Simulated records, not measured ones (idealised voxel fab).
voxel gate over fins: a process module
Each square cell in cross-section cut measures 5 nm, and the section as a whole is 265 nm wide.
In this document a cross-section is written as a grid of square cells. It is given as a series of bands, listed from the top down, and a band is one or more rows of cells.
Each band's line starts with the height of the band's top and of its bottom, in nm. Then come its materials from left to right, each with its width in nm. One material with "everywhere" fills the band from edge to edge. "air" is empty space.
Heads up on the height convention: 0 is the point under which the incoming wafer is all one material, and the lowest band has no bottom, it just keeps going down, like "0 nm and below".
Width: "30 to 40" (first number = top row, second number = bottom row, same change from row to row of cells).
The designation "nothing was modified", where it is given for a processing step, indicates that no cell of the cross-section was altered in the course of that step.
Under "Non-vented voids" you'll find the enclosed gaps, the ones with no way out to the top, that are 8 cells or bigger; each reads width x height at distance, with distance counted from the left edge, everything in nm.
That trailing text on a step's line, after the settings, is the simulator's own remark on the step.
For masked steps, "overlay nm" on the step line gives how far right of plan the mask actually lay; a minus sign means it lay to the left.
The process steps that were planned are listed below
1 op RECEIVE | material Si
2 op CONFORMAL_DEP | material SiN | thk nm 10
3 op MASKED_ETCH | tone cover | mask id FINS | width nm 15 | pitch nm 60 | etch materials SiN | depth nm 10 | overlay nm 0
4 op MASKED_ETCH | tone cover | mask id FINS | width nm 15 | pitch nm 60 | etch materials Si | depth nm 40 | overlay nm 0
5 op OXIDIZE | depth nm 5
6 op FILL_DEP | material SiO2 | thk nm 5
7 op CMP | height nm 10
8 op MASKED_ETCH | tone open | mask id RAIL | width nm 15 | etch materials SiO2 | depth nm 45 | overlay nm 0
9 op CONFORMAL_DEP | material TiN | thk nm 5
10 op FILL_DEP | material Ru | thk nm 10
11 op CMP | height nm 10
12 op SELECTIVE_ETCH | etch materials W Ru TiN | depth nm 30
13 op FILL_DEP | material SiO2 | thk nm 5
14 op CMP | height nm 10
15 op SELECTIVE_ETCH | etch materials SiO2 | depth nm 20
16 op STRIP | etch materials SiN
17 op CONFORMAL_DEP | material HfO2 | thk nm 5
18 op CONFORMAL_DEP | material TiN | thk nm 5
19 op CONFORMAL_DEP | material TiAl | thk nm 5
20 op CONFORMAL_DEP | material TiN | thk nm 5
21 op FILL_DEP | material W | thk nm 10
22 op CMP | height nm 25
23 op CONFORMAL_DEP | material SiCN | thk nm 10
First of two wafers: run as planned
So this is the incoming wafer in cross-section - it's already been through step 1
  0 nm and below  Si everywhere
  Non-vented voids: none
Take a look at the wafer's cross-section after step 2
  10 nm to 0 nm  SiN everywhere
  Everything under 0 stays put, no change at all.
Take a look at the wafer's cross-section after step 3
  10 nm to 0 nm  air=35 / SiN=15 / air=45 / SiN=15 / air=45 / SiN=15 / air=45 / SiN=15 / air=35
  Everything under 0 stays put, no change at all.
Take a look at the wafer's cross-section after step 4
  10 nm to 0 nm  air=35 / SiN=15 / air=45 / SiN=15 / air=45 / SiN=15 / air=45 / SiN=15 / air=35
  0 nm to -40 nm  air=35 / Si=15 / air=45 / Si=15 / air=45 / Si=15 / air=45 / Si=15 / air=35
  Everything under -40 stays put, no change at all.
Take a look at the wafer's cross-section after step 5
  10 nm to 0 nm  air=35 / SiN=15 / air=45 / SiN=15 / air=45 / SiN=15 / air=45 / SiN=15 / air=35
  0 nm to -40 nm  air=35 / SiO2=5 / Si=5 / SiO2=5 / air=45 / SiO2=5 / Si=5 / SiO2=5 / air=45 / SiO2=5 / Si=5 / SiO2=5 / air=45 / SiO2=5 / Si=5 / SiO2=5 / air=35
  -40 nm to -45 nm  SiO2=40 / Si=5 / SiO2=55 / Si=5 / SiO2=55 / Si=5 / SiO2=55 / Si=5 / SiO2=40
  Everything under -45 stays put, no change at all.
Take a look at the wafer's cross-section after step 6
  15 nm to 10 nm  SiO2 everywhere
  10 nm to 0 nm  SiO2=35 / SiN=15 / SiO2=45 / SiN=15 / SiO2=45 / SiN=15 / SiO2=45 / SiN=15 / SiO2=35
  0 nm to -45 nm  SiO2=40 / Si=5 / SiO2=55 / Si=5 / SiO2=55 / Si=5 / SiO2=55 / Si=5 / SiO2=40
  Everything under -45 stays put, no change at all.
Take a look at the wafer's cross-section after step 7
  10 nm to 0 nm  SiO2=35 / SiN=15 / SiO2=45 / SiN=15 / SiO2=45 / SiN=15 / SiO2=45 / SiN=15 / SiO2=35
  Everything under 0 stays put, no change at all.
Take a look at the wafer's cross-section after step 8
  10 nm to 0 nm  SiO2=35 / SiN=15 / SiO2=15 / air=15 / SiO2=15 / SiN=15 / SiO2=45 / SiN=15 / SiO2=45 / SiN=15 / SiO2=35
  0 nm to -35 nm  SiO2=40 / Si=5 / SiO2=20 / air=15 / SiO2=20 / Si=5 / SiO2=55 / Si=5 / SiO2=55 / Si=5 / SiO2=40
  Everything under -35 stays put, no change at all.
Take a look at the wafer's cross-section after step 9
  15 nm to 10 nm  TiN=70 / air=5 / TiN=190
  10 nm to 0 nm  SiO2=35 / SiN=15 / SiO2=15 / TiN=5 / air=5 / TiN=5 / SiO2=15 / SiN=15 / SiO2=45 / SiN=15 / SiO2=45 / SiN=15 / SiO2=35
  0 nm to -30 nm  SiO2=40 / Si=5 / SiO2=20 / TiN=5 / air=5 / TiN=5 / SiO2=20 / Si=5 / SiO2=55 / Si=5 / SiO2=55 / Si=5 / SiO2=40
  -30 nm to -35 nm  SiO2=40 / Si=5 / SiO2=20 / TiN=15 / SiO2=20 / Si=5 / SiO2=55 / Si=5 / SiO2=55 / Si=5 / SiO2=40
  Everything under -35 stays put, no change at all.
Take a look at the wafer's cross-section after step 10
  25 nm to 15 nm  Ru everywhere
  15 nm to 10 nm  TiN=70 / Ru=5 / TiN=190
  10 nm to 0 nm  SiO2=35 / SiN=15 / SiO2=15 / TiN=5 / Ru=5 / TiN=5 / SiO2=15 / SiN=15 / SiO2=45 / SiN=15 / SiO2=45 / SiN=15 / SiO2=35
  0 nm to -30 nm  SiO2=40 / Si=5 / SiO2=20 / TiN=5 / Ru=5 / TiN=5 / SiO2=20 / Si=5 / SiO2=55 / Si=5 / SiO2=55 / Si=5 / SiO2=40
  Everything under -30 stays put, no change at all.
Take a look at the wafer's cross-section after step 11
  10 nm to 0 nm  SiO2=35 / SiN=15 / SiO2=15 / TiN=5 / Ru=5 / TiN=5 / SiO2=15 / SiN=15 / SiO2=45 / SiN=15 / SiO2=45 / SiN=15 / SiO2=35
  Everything under 0 stays put, no change at all.
Take a look at the wafer's cross-section after step 12
  10 nm to 0 nm  SiO2=35 / SiN=15 / SiO2=15 / air=15 / SiO2=15 / SiN=15 / SiO2=45 / SiN=15 / SiO2=45 / SiN=15 / SiO2=35
  0 nm to -20 nm  SiO2=40 / Si=5 / SiO2=20 / air=15 / SiO2=20 / Si=5 / SiO2=55 / Si=5 / SiO2=55 / Si=5 / SiO2=40
  Everything under -20 stays put, no change at all.
Take a look at the wafer's cross-section after step 13
  15 nm to 10 nm  SiO2 everywhere
  10 nm to 0 nm  SiO2=35 / SiN=15 / SiO2=45 / SiN=15 / SiO2=45 / SiN=15 / SiO2=45 / SiN=15 / SiO2=35
  0 nm to -20 nm  SiO2=40 / Si=5 / SiO2=55 / Si=5 / SiO2=55 / Si=5 / SiO2=55 / Si=5 / SiO2=40
  Everything under -20 stays put, no change at all.
Take a look at the wafer's cross-section after step 14
  10 nm to 0 nm  SiO2=35 / SiN=15 / SiO2=45 / SiN=15 / SiO2=45 / SiN=15 / SiO2=45 / SiN=15 / SiO2=35
  Everything under 0 stays put, no change at all.
Take a look at the wafer's cross-section after step 15
  10 nm to 0 nm  air=35 / SiN=15 / air=45 / SiN=15 / air=45 / SiN=15 / air=45 / SiN=15 / air=35
  0 nm to -10 nm  air=40 / Si=5 / air=55 / Si=5 / air=55 / Si=5 / air=55 / Si=5 / air=40
  Everything under -10 stays put, no change at all.
Take a look at the wafer's cross-section after step 16
  0 nm to -10 nm  air=40 / Si=5 / air=55 / Si=5 / air=55 / Si=5 / air=55 / Si=5 / air=40
  Everything under -10 stays put, no change at all.
Take a look at the wafer's cross-section after step 17
  5 nm to 0 nm  air=35 / HfO2=15 / air=45 / HfO2=15 / air=45 / HfO2=15 / air=45 / HfO2=15 / air=35
  0 nm to -5 nm  air=35 / HfO2=5 / Si=5 / HfO2=5 / air=45 / HfO2=5 / Si=5 / HfO2=5 / air=45 / HfO2=5 / Si=5 / HfO2=5 / air=45 / HfO2=5 / Si=5 / HfO2=5 / air=35
  -5 nm to -10 nm  HfO2=40 / Si=5 / HfO2=55 / Si=5 / HfO2=55 / Si=5 / HfO2=55 / Si=5 / HfO2=40
  Everything under -10 stays put, no change at all.
Take a look at the wafer's cross-section after step 18
  10 nm to 5 nm  air=30 / TiN=25 / air=35 / TiN=25 / air=35 / TiN=25 / air=35 / TiN=25 / air=30
  5 nm to 0 nm  air=30 / TiN=5 / HfO2=15 / TiN=5 / air=35 / TiN=5 / HfO2=15 / TiN=5 / air=35 / TiN=5 / HfO2=15 / TiN=5 / air=35 / TiN=5 / HfO2=15 / TiN=5 / air=30
  0 nm to -5 nm  TiN=35 / HfO2=5 / Si=5 / HfO2=5 / TiN=45 / HfO2=5 / Si=5 / HfO2=5 / TiN=45 / HfO2=5 / Si=5 / HfO2=5 / TiN=45 / HfO2=5 / Si=5 / HfO2=5 / TiN=35
  Everything under -5 stays put, no change at all.
Take a look at the wafer's cross-section after step 19
  15 nm to 10 nm  air=25 / TiAl=35 / air=25 / TiAl=35 / air=25 / TiAl=35 / air=25 / TiAl=35 / air=25
  10 nm to 5 nm  air=25 / TiAl=5 / TiN=25 / TiAl=5 / air=25 / TiAl=5 / TiN=25 / TiAl=5 / air=25 / TiAl=5 / TiN=25 / TiAl=5 / air=25 / TiAl=5 / TiN=25 / TiAl=5 / air=25
  5 nm to 0 nm  TiAl=30 / TiN=5 / HfO2=15 / TiN=5 / TiAl=35 / TiN=5 / HfO2=15 / TiN=5 / TiAl=35 / TiN=5 / HfO2=15 / TiN=5 / TiAl=35 / TiN=5 / HfO2=15 / TiN=5 / TiAl=30
  Everything under 0 stays put, no change at all.
Take a look at the wafer's cross-section after step 20
  20 nm to 15 nm  air=20 / TiN=45 / air=15 / TiN=45 / air=15 / TiN=45 / air=15 / TiN=45 / air=20
  15 nm to 10 nm  air=20 / TiN=5 / TiAl=35 / TiN=5 / air=15 / TiN=5 / TiAl=35 / TiN=5 / air=15 / TiN=5 / TiAl=35 / TiN=5 / air=15 / TiN=5 / TiAl=35 / TiN=5 / air=20
  10 nm to 5 nm  TiN=25 / TiAl=5 / TiN=25 / TiAl=5 / TiN=25 / TiAl=5 / TiN=25 / TiAl=5 / TiN=25 / TiAl=5 / TiN=25 / TiAl=5 / TiN=25 / TiAl=5 / TiN=25 / TiAl=5 / TiN=25
  Everything under 5 stays put, no change at all.
Take a look at the wafer's cross-section after step 21
  30 nm to 20 nm  W everywhere
  20 nm to 15 nm  W=20 / TiN=45 / W=15 / TiN=45 / W=15 / TiN=45 / W=15 / TiN=45 / W=20
  15 nm to 10 nm  W=20 / TiN=5 / TiAl=35 / TiN=5 / W=15 / TiN=5 / TiAl=35 / TiN=5 / W=15 / TiN=5 / TiAl=35 / TiN=5 / W=15 / TiN=5 / TiAl=35 / TiN=5 / W=20
  Everything under 10 stays put, no change at all.
Take a look at the wafer's cross-section after step 22
  25 nm to 20 nm  W everywhere
  Everything under 20 stays put, no change at all.
Take a look at the wafer's cross-section after step 23
  35 nm to 25 nm  SiCN everywhere
  Everything under 25 stays put, no change at all.
Wafer two. Same start, same plan, one slip in execution. Same as wafer one through step 10, inclusive
Cross-sectional representation of the second wafer at the time designated in the plan for the completion of step 11: nothing was modified
Cross-sectional representation of the second wafer at the time designated in the plan for the completion of step 12
  10 nm to 0 nm  SiO2=35 / SiN=15 / SiO2=15 / air=15 / SiO2=15 / SiN=15 / SiO2=45 / SiN=15 / SiO2=45 / SiN=15 / SiO2=35
  0 nm to -5 nm  SiO2=40 / Si=5 / SiO2=20 / air=15 / SiO2=20 / Si=5 / SiO2=55 / Si=5 / SiO2=55 / Si=5 / SiO2=40
  Everything under -5 stays put, no change at all.
Cross-sectional representation of the second wafer at the time designated in the plan for the completion of step 13
  15 nm to 10 nm  SiO2 everywhere
  10 nm to 0 nm  SiO2=35 / SiN=15 / SiO2=45 / SiN=15 / SiO2=45 / SiN=15 / SiO2=45 / SiN=15 / SiO2=35
  0 nm to -5 nm  SiO2=40 / Si=5 / SiO2=55 / Si=5 / SiO2=55 / Si=5 / SiO2=55 / Si=5 / SiO2=40
  Everything under -5 stays put, no change at all.
Cross-sectional representation of the second wafer at the time designated in the plan for the completion of step 14
  10 nm to 0 nm  SiO2=35 / SiN=15 / SiO2=45 / SiN=15 / SiO2=45 / SiN=15 / SiO2=45 / SiN=15 / SiO2=35
  Everything under 0 stays put, no change at all.
Cross-sectional representation of the second wafer at the time designated in the plan for the completion of step 15
  10 nm to 0 nm  air=35 / SiN=15 / air=45 / SiN=15 / air=45 / SiN=15 / air=45 / SiN=15 / air=35
  0 nm to -5 nm  air=40 / Si=5 / air=55 / Si=5 / air=55 / Si=5 / air=55 / Si=5 / air=40
  -5 nm to -10 nm  air=40 / Si=5 / air=20 / TiN=5 / Ru=5 / TiN=5 / air=20 / Si=5 / air=55 / Si=5 / air=55 / Si=5 / air=40
  Everything under -10 stays put, no change at all.
Cross-sectional representation of the second wafer at the time designated in the plan for the completion of step 16
  0 nm to -5 nm  air=40 / Si=5 / air=55 / Si=5 / air=55 / Si=5 / air=55 / Si=5 / air=40
  Everything under -5 stays put, no change at all.
Cross-sectional representation of the second wafer at the time designated in the plan for the completion of step 17
  5 nm to 0 nm  air=35 / HfO2=15 / air=45 / HfO2=15 / air=45 / HfO2=15 / air=45 / HfO2=15 / air=35
  0 nm to -5 nm  air=35 / HfO2=5 / Si=5 / HfO2=5 / air=10 / HfO2=25 / air=10 / HfO2=5 / Si=5 / HfO2=5 / air=45 / HfO2=5 / Si=5 / HfO2=5 / air=45 / HfO2=5 / Si=5 / HfO2=5 / air=35
  -5 nm to -10 nm  HfO2=40 / Si=5 / HfO2=20 / TiN=5 / Ru=5 / TiN=5 / HfO2=20 / Si=5 / HfO2=55 / Si=5 / HfO2=55 / Si=5 / HfO2=40
  Everything under -10 stays put, no change at all.
Cross-sectional representation of the second wafer at the time designated in the plan for the completion of step 18
  10 nm to 5 nm  air=30 / TiN=25 / air=35 / TiN=25 / air=35 / TiN=25 / air=35 / TiN=25 / air=30
  5 nm to 0 nm  air=30 / TiN=5 / HfO2=15 / TiN=45 / HfO2=15 / TiN=5 / air=35 / TiN=5 / HfO2=15 / TiN=5 / air=35 / TiN=5 / HfO2=15 / TiN=5 / air=30
  0 nm to -5 nm  TiN=35 / HfO2=5 / Si=5 / HfO2=5 / TiN=10 / HfO2=25 / TiN=10 / HfO2=5 / Si=5 / HfO2=5 / TiN=45 / HfO2=5 / Si=5 / HfO2=5 / TiN=45 / HfO2=5 / Si=5 / HfO2=5 / TiN=35
  Everything under -5 stays put, no change at all.
Cross-sectional representation of the second wafer at the time designated in the plan for the completion of step 19
  15 nm to 10 nm  air=25 / TiAl=35 / air=25 / TiAl=35 / air=25 / TiAl=35 / air=25 / TiAl=35 / air=25
  10 nm to 5 nm  air=25 / TiAl=5 / TiN=25 / TiAl=35 / TiN=25 / TiAl=5 / air=25 / TiAl=5 / TiN=25 / TiAl=5 / air=25 / TiAl=5 / TiN=25 / TiAl=5 / air=25
  5 nm to 0 nm  TiAl=30 / TiN=5 / HfO2=15 / TiN=45 / HfO2=15 / TiN=5 / TiAl=35 / TiN=5 / HfO2=15 / TiN=5 / TiAl=35 / TiN=5 / HfO2=15 / TiN=5 / TiAl=30
  Everything under 0 stays put, no change at all.
Cross-sectional representation of the second wafer at the time designated in the plan for the completion of step 20
  20 nm to 15 nm  air=20 / TiN=45 / air=15 / TiN=45 / air=15 / TiN=45 / air=15 / TiN=45 / air=20
  15 nm to 10 nm  air=20 / TiN=5 / TiAl=35 / TiN=25 / TiAl=35 / TiN=5 / air=15 / TiN=5 / TiAl=35 / TiN=5 / air=15 / TiN=5 / TiAl=35 / TiN=5 / air=20
  10 nm to 5 nm  TiN=25 / TiAl=5 / TiN=25 / TiAl=35 / TiN=25 / TiAl=5 / TiN=25 / TiAl=5 / TiN=25 / TiAl=5 / TiN=25 / TiAl=5 / TiN=25 / TiAl=5 / TiN=25
  Everything under 5 stays put, no change at all.
Cross-sectional representation of the second wafer at the time designated in the plan for the completion of step 21
  30 nm to 20 nm  W everywhere
  20 nm to 15 nm  W=20 / TiN=45 / W=15 / TiN=45 / W=15 / TiN=45 / W=15 / TiN=45 / W=20
  15 nm to 10 nm  W=20 / TiN=5 / TiAl=35 / TiN=25 / TiAl=35 / TiN=5 / W=15 / TiN=5 / TiAl=35 / TiN=5 / W=15 / TiN=5 / TiAl=35 / TiN=5 / W=20
  Everything under 10 stays put, no change at all.
Cross-sectional representation of the second wafer at the time designated in the plan for the completion of step 22
  25 nm to 20 nm  W everywhere
  Everything under 20 stays put, no change at all.
Cross-sectional representation of the second wafer at the time designated in the plan for the completion of step 23
  35 nm to 25 nm  SiCN everywhere
  Everything under 25 stays put, no change at all.
Which mistake was made when the wafer was run? step 11 was dropped from the plan's execution and never run
It is noted that, at the conclusion of processing, the second wafer exhibits a higher or lower cell count for certain materials relative to the first: 2 more of HfO2; 3 more of Ru; 6 fewer of SiO2; 2 fewer of TiAl; 6 more of TiN; 3 fewer of W
